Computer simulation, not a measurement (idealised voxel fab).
The process module that follows is named voxel self aligned contacts.
Square cell edge 5 nm, section width 185 nm, ID cut.
A cross-section in this document is a grid of square cells, and it is written down as bands, the top band listed before the ones below it; a band is made up of one or more rows of cells. Top, bottom (nm), then materials left to right with widths (nm); lone material tagged "throughout" fills the whole band edge to edge; "blank" = empty space. Heights are expressed relative to 0, this being the level below which the as-received wafer comprises one material exclusively. The lowest band is unbounded in the downward direction and is denoted as in "0 down". Width "30..40": first value at the band's top row of cells, second value at its bottom row, equal change from row to row. The designation "stayed the same", where it is given for a processing step, indicates that no cell of the cross-section was altered in the course of that step. Listed in "Enclosed internal cavities": every empty space of 8 or more cells without an open way to the top. Form: width x height at distance, the distance being from the left edge, all in nm. Formally, on a step line, whatever follows the settings is a remark that the simulator itself makes on the step. For masked steps, "overlay nm" on the step line gives how far right of plan the mask actually lay; a minus sign means it lay to the left.

SO HERE'S THE LINEUP OF PROCESS STEPS WE PLANNED
1) RECEIVE, material Si
2) CONFORMAL_DEP, material SiO2, thk nm 5
3) DIRECTIONAL_DEP, material polySi, thk nm 30
4) DIRECTIONAL_DEP, material SiN, thk nm 20
5) MASKED_ETCH, tone cover, mask id GATE, width nm 25, pitch nm 60, etch materials SiN, depth nm 20, overlay nm 0
6) MASKED_ETCH, tone cover, mask id GATE, width nm 25, pitch nm 60, etch materials polySi, depth nm 30, overlay nm 0
7) CONFORMAL_DEP, material SiN, thk nm 10
8) DIRECTIONAL_ETCH, etch materials SiN, depth nm 10
9) FILL_DEP, material SiO2, thk nm 10
10) CMP, height nm 60
11) DIRECTIONAL_DEP, material aC, thk nm 10
12) PATTERN, tone open, mask id CONTACT, material resist, width nm 45, thk nm 25, overlay nm 0
13) DIRECTIONAL_ETCH, etch materials aC, depth nm 10
14) STRIP, etch materials resist
15) DIRECTIONAL_ETCH, etch materials SiO2, depth nm 60
16) STRIP, etch materials aC
17) CONFORMAL_DEP, material TiN, thk nm 5
18) FILL_DEP, material Ru, thk nm 10
19) CMP, height nm 60
20) CONFORMAL_DEP, material SiCN, thk nm 5

AS-RECEIVED WAFER CROSS-SECTION (AFTER STEP 1)
  0 down | Si throughout
  Enclosed internal cavities: none

WHAT THE WAFER LOOKS LIKE IN CROSS-SECTION AFTER THIS MODULE, WHEN IT STARTS AS SHOWN ABOVE AND FOLLOWS THE PLAN ABOVE BUT ONE MISTAKE IS MADE IN RUNNING IT
  65 to 60 | SiCN throughout
  60 to 55 | 70 of SiO2 | 20 of TiN | 5 of Ru | 20 of TiN | 70 of SiO2
  55 to 35 | 40 of SiO2 | 45 of SiN | 5 of TiN | 5 of Ru | 5 of TiN | 45 of SiN | 40 of SiO2
  35 to 15 | 40 of SiO2 | 10 of SiN | 25 of polySi | 10 of SiN | 5 of TiN | 5 of Ru | 5 of TiN | 10 of SiN | 25 of polySi | 10 of SiN | 40 of SiO2
  15 to 10 | 40 of SiO2 | 10 of SiN | 25 of polySi | 10 of SiN | 15 of TiN | 10 of SiN | 25 of polySi | 10 of SiN | 40 of SiO2
  10 to 5 | 40 of SiO2 | 10 of SiN | 25 of polySi | 10 of SiN | 15 of SiO2 | 10 of SiN | 25 of polySi | 10 of SiN | 40 of SiO2
  5 to 0 | SiO2 throughout
  0 down | Si throughout
  Enclosed internal cavities: none
Heads up, the wafer didn't run the way we planned it: note that step 15 departed from the planned setting and was carried out as DIRECTIONAL_ETCH, etch materials SiO2, depth nm 50
